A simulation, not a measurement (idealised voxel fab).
process module | voxel lift off
cross-section cut | 180 nm wide | cells 5 nm
A cross-section is a grid of square cells, given in bands from the top down. A band is one or more rows of cells.
Each band's line starts with the height of the band's top and of its bottom, in nm. Then come its materials from left to right, each with its width in nm. One material with "throughout" fills the band from edge to edge. "air" is empty space.
Height 0 is the level under which the wafer as received is all one material. The lowest band goes on downwards, as in "0 down".
A width such as "30 to 40" changes by the same amount from each row of cells to the next, from the band's top row to its bottom row.
"no change" after a step means that no cell of the cross-section changed.
closed voids: empty space of 8 cells or more with no open way to the top, each as width x height at its distance from the left edge, in nm
after a step's settings: what the simulator itself notes on the step
overlay nm, on a step with a mask: how far to the right of its planned place the mask lay; to the left if negative
plan
1 op RECEIVE | material Si
2 op CONFORMAL_DEP | material Al2O3 | thk nm 10
3 op PATTERN | tone open | mask id LINES | material resist | width nm 20 | pitch nm 40 | thk nm 20 | overlay nm -5
4 op DIRECTIONAL_DEP | material Ru | thk nm 10
5 op STRIP | etch materials resist
6 op CONFORMAL_DEP | material SiN | thk nm 10
varied across the wafers: overlay nm of step 3. The plan shows the first wafer's value. All wafers start alike
first wafer as received, after step 1
  0 down: Si throughout
  closed voids: none
each wafer at the end: cells of each material gained (+) or lost (-) since it was received, then its closed voids
overlay nm -5 | +72 Al2O3 | +32 Ru | +104 SiN | closed voids: none
overlay nm 0 | +72 Al2O3 | +32 Ru | +104 SiN | closed voids: none
overlay nm 5 | +72 Al2O3 | +32 Ru | +104 SiN | closed voids: none
